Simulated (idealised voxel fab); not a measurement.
You're looking at the process module voxel self aligned contacts.
Cross-section cut: width 270 nm, square cells of 5 nm.
Bands, listed from the top down, are how a cross-section gets written in this document; the cross-section itself is a grid of square cells, and a band is one or more rows of them.
For a band, the entry starts with two heights in nm, that of the top and then that of the bottom, and carries on with the band's materials in order from left to right, each alongside its width in nm; the word "everywhere" beside a single material means it fills the band edge to edge, and "air" means empty space.
A quick word on heights: they are counted from 0, and under that level the wafer as it came to us is one material throughout. The lowest band is different from the rest in having no bottom; it simply continues downward, written as in "0 -> down".
Read "30..40" as a graded width: first number on top, second number at the bottom, same change between each pair of neighbouring rows.
Basically "nothing changed" means that step didn't change any cell in the cross-section.
Closed empty spaces (no open way to the top) of 8 cells or more are what "Sealed void inventory" lists, each as width x height at distance from the left edge, nm for all three.
Step line, after settings: the simulator's comment on this step.
"overlay nm", when on a step's line for a step with a mask, measures how far to the right of its planned place the mask lay; a negative measure means to the left.

**Below is the list of planned process steps**
1,RECEIVE with material Si
2,OXIDIZE with depth nm 5
3,DIRECTIONAL_DEP with material polySi, thk nm 20
4,DIRECTIONAL_DEP with material SiN, thk nm 25
5,PATTERN with tone cover, mask id GATE, material resist, width nm 35, pitch nm 75, thk nm 15, overlay nm 0
6,DIRECTIONAL_ETCH with etch materials SiN, depth nm 25
7,DIRECTIONAL_ETCH with etch materials polySi, depth nm 20
8,STRIP with etch materials resist
9,CONFORMAL_DEP with material SiN, thk nm 10
10,DIRECTIONAL_ETCH with etch materials SiN, depth nm 10
11,FILL_DEP with material SiO2, thk nm 20
12,CMP with height nm 55
13,MASKED_ETCH with tone open, mask id CONTACT, width nm 50, etch materials SiO2, depth nm 60, overlay nm 0
14,CONFORMAL_DEP with material TiN, thk nm 5
15,FILL_DEP with material Ru, thk nm 5
16,CMP with height nm 55
17,CONFORMAL_DEP with material SiCN, thk nm 5

**The first of the two wafers, which ran as planned**

**Cross-section of the wafer at receipt, which is the condition after step 1**
    0 -> down  Si everywhere
    Sealed void inventory: none

**Wafer xsec, post step 2**
    0 -> -5  SiO2 everywhere
    Heights below -5 show no change.

**Wafer xsec, post step 3**
    20 -> 0  polySi everywhere
    Heights below 0 show no change.

**Wafer xsec, post step 4**
    45 -> 20  SiN everywhere
    Heights below 20 show no change.

**Wafer xsec, post step 5**
    60 -> 45  80 of air, then 35 of resist, then 40 of air, then 35 of resist, then 80 of air
    Heights below 45 show no change.

**Wafer xsec, post step 6**
    60 -> 45  80 of air, then 35 of resist, then 40 of air, then 35 of resist, then 80 of air
    45 -> 20  80 of air, then 35 of SiN, then 40 of air, then 35 of SiN, then 80 of air
    Heights below 20 show no change.

**Wafer xsec, post step 7**
    60 -> 45  80 of air, then 35 of resist, then 40 of air, then 35 of resist, then 80 of air
    45 -> 20  80 of air, then 35 of SiN, then 40 of air, then 35 of SiN, then 80 of air
    20 -> 0  80 of air, then 35 of polySi, then 40 of air, then 35 of polySi, then 80 of air
    Heights below 0 show no change.

**Wafer xsec, post step 8**
    45 -> 20  80 of air, then 35 of SiN, then 40 of air, then 35 of SiN, then 80 of air
    Heights below 20 show no change.

**Wafer xsec, post step 9**
    55 -> 20  70 of air, then 55 of SiN, then 20 of air, then 55 of SiN, then 70 of air
    20 -> 10  70 of air, then 10 of SiN, then 35 of polySi, then 10 of SiN, then 20 of air, then 10 of SiN, then 35 of polySi, then 10 of SiN, then 70 of air
    10 -> 0  80 of SiN, then 35 of polySi, then 40 of SiN, then 35 of polySi, then 80 of SiN
    Heights below 0 show no change.

**Wafer xsec, post step 10**
    45 -> 20  70 of air, then 55 of SiN, then 20 of air, then 55 of SiN, then 70 of air
    20 -> 0  70 of air, then 10 of SiN, then 35 of polySi, then 10 of SiN, then 20 of air, then 10 of SiN, then 35 of polySi, then 10 of SiN, then 70 of air
    Heights below 0 show no change.

**Wafer xsec, post step 11**
    65 -> 45  SiO2 everywhere
    45 -> 20  70 of SiO2, then 55 of SiN, then 20 of SiO2, then 55 of SiN, then 70 of SiO2
    20 -> 0  70 of SiO2, then 10 of SiN, then 35 of polySi, then 10 of SiN, then 20 of SiO2, then 10 of SiN, then 35 of polySi, then 10 of SiN, then 70 of SiO2
    Heights below 0 show no change.

**Wafer xsec, post step 12**
    55 -> 45  SiO2 everywhere
    Heights below 45 show no change.

**Wafer xsec, post step 13**
    55 -> 45  110 of SiO2, then 50 of air, then 110 of SiO2
    45 -> 20  70 of SiO2, then 55 of SiN, then 20 of air, then 55 of SiN, then 70 of SiO2
    20 -> 0  70 of SiO2, then 10 of SiN, then 35 of polySi, then 10 of SiN, then 20 of air, then 10 of SiN, then 35 of polySi, then 10 of SiN, then 70 of SiO2
    0 -> -5  125 of SiO2, then 20 of air, then 125 of SiO2
    Heights below -5 show no change.

**Wafer xsec, post step 14**
    60 -> 55  115 of TiN, then 40 of air, then 115 of TiN
    55 -> 45  110 of SiO2, then 5..20 of TiN, then 40..10 of air, then 5..20 of TiN, then 110 of SiO2
    45 -> 20  70 of SiO2, then 55 of SiN, then 5 of TiN, then 10 of air, then 5 of TiN, then 55 of SiN, then 70 of SiO2
    20 -> 0  70 of SiO2, then 10 of SiN, then 35 of polySi, then 10 of SiN, then 5 of TiN, then 10 of air, then 5 of TiN, then 10 of SiN, then 35 of polySi, then 10 of SiN, then 70 of SiO2
    0 -> -5  125 of SiO2, then 20 of TiN, then 125 of SiO2
    Heights below -5 show no change.

**Wafer xsec, post step 15**
    65 -> 60  Ru everywhere
    60 -> 55  115 of TiN, then 40 of Ru, then 115 of TiN
    55 -> 45  110 of SiO2, then 5..20 of TiN, then 40..10 of Ru, then 5..20 of TiN, then 110 of SiO2
    45 -> 20  70 of SiO2, then 55 of SiN, then 5 of TiN, then 10 of Ru, then 5 of TiN, then 55 of SiN, then 70 of SiO2
    20 -> 0  70 of SiO2, then 10 of SiN, then 35 of polySi, then 10 of SiN, then 5 of TiN, then 10 of Ru, then 5 of TiN, then 10 of SiN, then 35 of polySi, then 10 of SiN, then 70 of SiO2
    Heights below 0 show no change.

**Wafer xsec, post step 16**
    55 -> 45  110 of SiO2, then 5..20 of TiN, then 40..10 of Ru, then 5..20 of TiN, then 110 of SiO2
    Heights below 45 show no change.

**Wafer xsec, post step 17**
    60 -> 55  SiCN everywhere
    Heights below 55 show no change.

**Companion wafer, the second of two: same beginning, same intended sequence, one mistake in carrying it out; through step 12 inclusive it tracks the first exactly**

**Second wafer, sectioned view, at step 13's planned end time**
    55 -> 45  110 of air, then 50 of SiO2, then 110 of air
    45 -> 20  70 of air, then 55 of SiN, then 20 of SiO2, then 55 of SiN, then 70 of air
    20 -> 0  70 of air, then 10 of SiN, then 35 of polySi, then 10 of SiN, then 20 of SiO2, then 10 of SiN, then 35 of polySi, then 10 of SiN, then 70 of air
    0 -> -5  70 of air, then 130 of SiO2, then 70 of air
    Heights below -5 show no change.

**Second wafer, sectioned view, at step 14's planned end time**
    60 -> 55  105 of air, then 60 of TiN, then 105 of air
    55 -> 45  105..65 of air, then 5..45 of TiN, then 50 of SiO2, then 5..45 of TiN, then 105..65 of air
    45 -> 20  65 of air, then 5 of TiN, then 55 of SiN, then 20 of SiO2, then 55 of SiN, then 5 of TiN, then 65 of air
    20 -> 0  65 of air, then 5 of TiN, then 10 of SiN, then 35 of polySi, then 10 of SiN, then 20 of SiO2, then 10 of SiN, then 35 of polySi, then 10 of SiN, then 5 of TiN, then 65 of air
    0 -> -5  70 of TiN, then 130 of SiO2, then 70 of TiN
    Heights below -5 show no change.

**Second wafer, sectioned view, at step 15's planned end time**
    65 -> 60  Ru everywhere
    60 -> 55  105 of Ru, then 60 of TiN, then 105 of Ru
    55 -> 45  105..65 of Ru, then 5..45 of TiN, then 50 of SiO2, then 5..45 of TiN, then 105..65 of Ru
    45 -> 20  65 of Ru, then 5 of TiN, then 55 of SiN, then 20 of SiO2, then 55 of SiN, then 5 of TiN, then 65 of Ru
    20 -> 0  65 of Ru, then 5 of TiN, then 10 of SiN, then 35 of polySi, then 10 of SiN, then 20 of SiO2, then 10 of SiN, then 35 of polySi, then 10 of SiN, then 5 of TiN, then 65 of Ru
    Heights below 0 show no change.

**Second wafer, sectioned view, at step 16's planned end time**
    55 -> 45  105..65 of Ru, then 5..45 of TiN, then 50 of SiO2, then 5..45 of TiN, then 105..65 of Ru
    Heights below 45 show no change.

**Second wafer, sectioned view, at step 17's planned end time**
    60 -> 55  SiCN everywhere
    Heights below 55 show no change.
Error vs. plan: step 13 was run on a setting that differed from the plan, and what really ran there is MASKED_ETCH with tone cover, mask id CONTACT, width nm 50, etch materials SiO2, depth nm 60, overlay nm 0
Counted in cells at the end, the second wafer holds more or fewer of these materials than the first: +274 Ru; -308 SiO2; +34 TiN
